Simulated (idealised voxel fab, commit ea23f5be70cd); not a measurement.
voxel self aligned contacts: a process module
Section cut is 175 nm wide and gridded with 5 nm square cells.
Reading order for cross-sections: top band down to bottom band. Underlying form: a grid of square cells. Band size: one or more rows of cells. Read a band's entry like this: the first values are the height of its top and the height of its bottom in nm, and what follows is the sequence of materials from left to right, each with its width in nm. Note that "empty" is empty space, and that a single material marked "all across" reaches across the band from edge to edge. For the purposes of this specification, 0 denotes the height below which the wafer in its as-received condition is composed wholly of one material, and the lowermost band, lacking a lower limit, extends downward without end, as expressed in "top 0, no bottom". The notation "30 to 40" denotes a width that varies across the rows of cells in the band, beginning at the first number in the top row, finishing at the second number in the bottom row, and changing by an identical amount from each row to the next. Given "all unchanged" for a step, no cell of the cross-section differs between before and after that step. The label "closed voids" introduces a list of the empty spaces, 8 cells or larger, that have no open way up to the top; each entry in it reads width x height at distance, where the distance is taken from the left edge and all three are stated in nm. after a step's settings: what the simulator itself notes on the step. overlay nm: right-of-plan distance of the mask on a masked step; negative values mean left-of-plan.

The steps planned for the process are as follows
1,RECEIVE [material Si]
2,CONFORMAL_DEP [material SiO2] [thk nm 5]
3,DIRECTIONAL_DEP [material polySi] [thk nm 25]
4,DIRECTIONAL_DEP [material SiN] [thk nm 15]
5,DIRECTIONAL_DEP [material aC] [thk nm 10]
6,PATTERN [tone cover] [mask id GATE] [material resist] [width nm 30] [pitch nm 60] [thk nm 30] [overlay nm 0]
7,DIRECTIONAL_ETCH [etch materials aC] [depth nm 10]
8,STRIP [etch materials resist]
9,DIRECTIONAL_ETCH [etch materials SiN] [depth nm 15]
10,DIRECTIONAL_ETCH [etch materials polySi] [depth nm 25]
11,STRIP [etch materials aC]
12,CONFORMAL_DEP [material SiN] [thk nm 5]
13,DIRECTIONAL_ETCH [etch materials SiN] [depth nm 5]
14,FILL_DEP [material SiO2] [thk nm 15]
15,CMP [height nm 55]
16,DIRECTIONAL_DEP [material aC] [thk nm 10]
17,PATTERN [tone open] [mask id CONTACT] [material resist] [width nm 40] [thk nm 30] [overlay nm 0]
18,DIRECTIONAL_ETCH [etch materials aC] [depth nm 10]
19,STRIP [etch materials resist]
20,DIRECTIONAL_ETCH [etch materials SiO2] [depth nm 55]
21,STRIP [etch materials aC]
22,CONFORMAL_DEP [material TiN] [thk nm 5]
23,FILL_DEP [material Ru] [thk nm 5]
24,CMP [height nm 55]
25,CONFORMAL_DEP [material SiCN] [thk nm 5]

First of the two wafers, run per plan

Incoming wafer in cross-section (state: after step 1)
  top 0, no bottom  Si all across
  closed voids: none

After step 2: wafer cross-section
  top 5, bottom 0  SiO2 all across
  Anything lower than 0 is untouched.

After step 3: wafer cross-section
  top 30, bottom 5  polySi all across
  Anything lower than 5 is untouched.

After step 4: wafer cross-section
  top 45, bottom 30  SiN all across
  Anything lower than 30 is untouched.

After step 5: wafer cross-section
  top 55, bottom 45  aC all across
  Anything lower than 45 is untouched.

After step 6: wafer cross-section
  top 85, bottom 55  empty=40  resist=30  empty=30  resist=30  empty=45
  Anything lower than 55 is untouched.

After step 7: wafer cross-section
  top 75, bottom 55  empty=40  resist=30  empty=30  resist=30  empty=45
  top 55, bottom 45  empty=40  aC=30  empty=30  aC=30  empty=45
  Anything lower than 45 is untouched.

After step 8: wafer cross-section
  top 55, bottom 45  empty=40  aC=30  empty=30  aC=30  empty=45
  Anything lower than 45 is untouched.

After step 9: wafer cross-section
  top 55, bottom 45  empty=40  aC=30  empty=30  aC=30  empty=45
  top 45, bottom 30  empty=40  SiN=30  empty=30  SiN=30  empty=45
  Anything lower than 30 is untouched.

After step 10: wafer cross-section
  top 55, bottom 45  empty=40  aC=30  empty=30  aC=30  empty=45
  top 45, bottom 30  empty=40  SiN=30  empty=30  SiN=30  empty=45
  top 30, bottom 5  empty=40  polySi=30  empty=30  polySi=30  empty=45
  Anything lower than 5 is untouched.

After step 11: wafer cross-section
  top 45, bottom 30  empty=40  SiN=30  empty=30  SiN=30  empty=45
  Anything lower than 30 is untouched.

After step 12: wafer cross-section
  top 50, bottom 30  empty=35  SiN=40  empty=20  SiN=40  empty=40
  top 30, bottom 10  empty=35  SiN=5  polySi=30  SiN=5  empty=20  SiN=5  polySi=30  SiN=5  empty=40
  top 10, bottom 5  SiN=40  polySi=30  SiN=30  polySi=30  SiN=45
  Anything lower than 5 is untouched.

After step 13: wafer cross-section
  top 45, bottom 30  empty=35  SiN=40  empty=20  SiN=40  empty=40
  top 30, bottom 5  empty=35  SiN=5  polySi=30  SiN=5  empty=20  SiN=5  polySi=30  SiN=5  empty=40
  Anything lower than 5 is untouched.

After step 14: wafer cross-section
  top 60, bottom 45  SiO2 all across
  top 45, bottom 30  SiO2=35  SiN=40  SiO2=20  SiN=40  SiO2=40
  top 30, bottom 5  SiO2=35  SiN=5  polySi=30  SiN=5  SiO2=20  SiN=5  polySi=30  SiN=5  SiO2=40
  Anything lower than 5 is untouched.

After step 15: wafer cross-section
  top 55, bottom 45  SiO2 all across
  Anything lower than 45 is untouched.

After step 16: wafer cross-section
  top 65, bottom 55  aC all across
  Anything lower than 55 is untouched.

After step 17: wafer cross-section
  top 95, bottom 65  resist=65  empty=40  resist=70
  Anything lower than 65 is untouched.

After step 18: wafer cross-section
  top 85, bottom 65  resist=65  empty=40  resist=70
  top 65, bottom 55  aC=65  empty=40  aC=70
  Anything lower than 55 is untouched.

After step 19: wafer cross-section
  top 65, bottom 55  aC=65  empty=40  aC=70
  Anything lower than 55 is untouched.

After step 20: wafer cross-section
  top 65, bottom 55  aC=65  empty=40  aC=70
  top 55, bottom 45  SiO2=65  empty=40  SiO2=70
  top 45, bottom 30  SiO2=35  SiN=40  empty=20  SiN=40  SiO2=40
  top 30, bottom 5  SiO2=35  SiN=5  polySi=30  SiN=5  empty=20  SiN=5  polySi=30  SiN=5  SiO2=40
  top 5, bottom 0  SiO2=75  empty=20  SiO2=80
  Anything lower than 0 is untouched.

After step 21: wafer cross-section
  top 55, bottom 45  SiO2=65  empty=40  SiO2=70
  Anything lower than 45 is untouched.

After step 22: wafer cross-section
  top 60, bottom 55  TiN=70  empty=30  TiN=75
  top 55, bottom 45  SiO2=65  TiN=5 to 15  empty=30 to 10  TiN=5 to 15  SiO2=70
  top 45, bottom 30  SiO2=35  SiN=40  TiN=5  empty=10  TiN=5  SiN=40  SiO2=40
  top 30, bottom 5  SiO2=35  SiN=5  polySi=30  SiN=5  TiN=5  empty=10  TiN=5  SiN=5  polySi=30  SiN=5  SiO2=40
  top 5, bottom 0  SiO2=75  TiN=20  SiO2=80
  Anything lower than 0 is untouched.

After step 23: wafer cross-section
  top 65, bottom 60  Ru all across
  top 60, bottom 55  TiN=70  Ru=30  TiN=75
  top 55, bottom 45  SiO2=65  TiN=5 to 15  Ru=30 to 10  TiN=5 to 15  SiO2=70
  top 45, bottom 30  SiO2=35  SiN=40  TiN=5  Ru=10  TiN=5  SiN=40  SiO2=40
  top 30, bottom 5  SiO2=35  SiN=5  polySi=30  SiN=5  TiN=5  Ru=10  TiN=5  SiN=5  polySi=30  SiN=5  SiO2=40
  Anything lower than 5 is untouched.

After step 24: wafer cross-section
  top 55, bottom 45  SiO2=65  TiN=5 to 15  Ru=30 to 10  TiN=5 to 15  SiO2=70
  Anything lower than 45 is untouched.

After step 25: wafer cross-section
  top 60, bottom 55  SiCN all across
  Anything lower than 55 is untouched.

Regarding the second of the two wafers: it shared the first wafer's starting condition and process plan, yet one error occurred during its execution. Its history coincides with that of the first wafer up to and including step 5

Here is the second wafer in cross-section at the point where step 6 of the plan should have been done
  top 85, bottom 55  empty=45  resist=30  empty=30  resist=30  empty=40
  Anything lower than 55 is untouched.

Here is the second wafer in cross-section at the point where step 7 of the plan should have been done
  top 75, bottom 55  empty=45  resist=30  empty=30  resist=30  empty=40
  top 55, bottom 45  empty=45  aC=30  empty=30  aC=30  empty=40
  Anything lower than 45 is untouched.

Here is the second wafer in cross-section at the point where step 8 of the plan should have been done
  top 55, bottom 45  empty=45  aC=30  empty=30  aC=30  empty=40
  Anything lower than 45 is untouched.

Here is the second wafer in cross-section at the point where step 9 of the plan should have been done
  top 55, bottom 45  empty=45  aC=30  empty=30  aC=30  empty=40
  top 45, bottom 30  empty=45  SiN=30  empty=30  SiN=30  empty=40
  Anything lower than 30 is untouched.

Here is the second wafer in cross-section at the point where step 10 of the plan should have been done
  top 55, bottom 45  empty=45  aC=30  empty=30  aC=30  empty=40
  top 45, bottom 30  empty=45  SiN=30  empty=30  SiN=30  empty=40
  top 30, bottom 5  empty=45  polySi=30  empty=30  polySi=30  empty=40
  Anything lower than 5 is untouched.

Here is the second wafer in cross-section at the point where step 11 of the plan should have been done
  top 45, bottom 30  empty=45  SiN=30  empty=30  SiN=30  empty=40
  Anything lower than 30 is untouched.

Here is the second wafer in cross-section at the point where step 12 of the plan should have been done
  top 50, bottom 30  empty=40  SiN=40  empty=20  SiN=40  empty=35
  top 30, bottom 10  empty=40  SiN=5  polySi=30  SiN=5  empty=20  SiN=5  polySi=30  SiN=5  empty=35
  top 10, bottom 5  SiN=45  polySi=30  SiN=30  polySi=30  SiN=40
  Anything lower than 5 is untouched.

Here is the second wafer in cross-section at the point where step 13 of the plan should have been done
  top 45, bottom 30  empty=40  SiN=40  empty=20  SiN=40  empty=35
  top 30, bottom 5  empty=40  SiN=5  polySi=30  SiN=5  empty=20  SiN=5  polySi=30  SiN=5  empty=35
  Anything lower than 5 is untouched.

Here is the second wafer in cross-section at the point where step 14 of the plan should have been done
  top 60, bottom 45  SiO2 all across
  top 45, bottom 30  SiO2=40  SiN=40  SiO2=20  SiN=40  SiO2=35
  top 30, bottom 5  SiO2=40  SiN=5  polySi=30  SiN=5  SiO2=20  SiN=5  polySi=30  SiN=5  SiO2=35
  Anything lower than 5 is untouched.

Here is the second wafer in cross-section at the point where step 15 of the plan should have been done
  top 55, bottom 45  SiO2 all across
  Anything lower than 45 is untouched.

Here is the second wafer in cross-section at the point where step 16 of the plan should have been done
  top 65, bottom 55  aC all across
  Anything lower than 55 is untouched.

Here is the second wafer in cross-section at the point where step 17 of the plan should have been done
  top 95, bottom 65  resist=65  empty=40  resist=70
  Anything lower than 65 is untouched.

Here is the second wafer in cross-section at the point where step 18 of the plan should have been done
  top 85, bottom 65  resist=65  empty=40  resist=70
  top 65, bottom 55  aC=65  empty=40  aC=70
  Anything lower than 55 is untouched.

Here is the second wafer in cross-section at the point where step 19 of the plan should have been done
  top 65, bottom 55  aC=65  empty=40  aC=70
  Anything lower than 55 is untouched.

Here is the second wafer in cross-section at the point where step 20 of the plan should have been done
  top 65, bottom 55  aC=65  empty=40  aC=70
  top 55, bottom 45  SiO2=65  empty=40  SiO2=70
  top 45, bottom 30  SiO2=40  SiN=40  empty=20  SiN=40  SiO2=35
  top 30, bottom 5  SiO2=40  SiN=5  polySi=30  SiN=5  empty=20  SiN=5  polySi=30  SiN=5  SiO2=35
  top 5, bottom 0  SiO2=80  empty=20  SiO2=75
  Anything lower than 0 is untouched.

Here is the second wafer in cross-section at the point where step 21 of the plan should have been done
  top 55, bottom 45  SiO2=65  empty=40  SiO2=70
  Anything lower than 45 is untouched.

Here is the second wafer in cross-section at the point where step 22 of the plan should have been done
  top 60, bottom 55  TiN=70  empty=30  TiN=75
  top 55, bottom 45  SiO2=65  TiN=5 to 20  empty=30 to 10  TiN=5 to 10  SiO2=70
  top 45, bottom 30  SiO2=40  SiN=40  TiN=5  empty=10  TiN=5  SiN=40  SiO2=35
  top 30, bottom 5  SiO2=40  SiN=5  polySi=30  SiN=5  TiN=5  empty=10  TiN=5  SiN=5  polySi=30  SiN=5  SiO2=35
  top 5, bottom 0  SiO2=80  TiN=20  SiO2=75
  Anything lower than 0 is untouched.

Here is the second wafer in cross-section at the point where step 23 of the plan should have been done
  top 65, bottom 60  Ru all across
  top 60, bottom 55  TiN=70  Ru=30  TiN=75
  top 55, bottom 45  SiO2=65  TiN=5 to 20  Ru=30 to 10  TiN=5 to 10  SiO2=70
  top 45, bottom 30  SiO2=40  SiN=40  TiN=5  Ru=10  TiN=5  SiN=40  SiO2=35
  top 30, bottom 5  SiO2=40  SiN=5  polySi=30  SiN=5  TiN=5  Ru=10  TiN=5  SiN=5  polySi=30  SiN=5  SiO2=35
  Anything lower than 5 is untouched.

Here is the second wafer in cross-section at the point where step 24 of the plan should have been done
  top 55, bottom 45  SiO2=65  TiN=5 to 20  Ru=30 to 10  TiN=5 to 10  SiO2=70
  Anything lower than 45 is untouched.

Here is the second wafer in cross-section at the point where step 25 of the plan should have been done
  top 60, bottom 55  SiCN all across
  Anything lower than 55 is untouched.
Nonconformance to the process plan: step 6 was processed under conditions differing from the plan, specifically as PATTERN [tone cover] [mask id GATE] [material resist] [width nm 30] [pitch nm 60] [thk nm 30] [overlay nm 5]
When the process is done, the second wafer contains the same cell count of every material as the first wafer, but distributed over other locations.
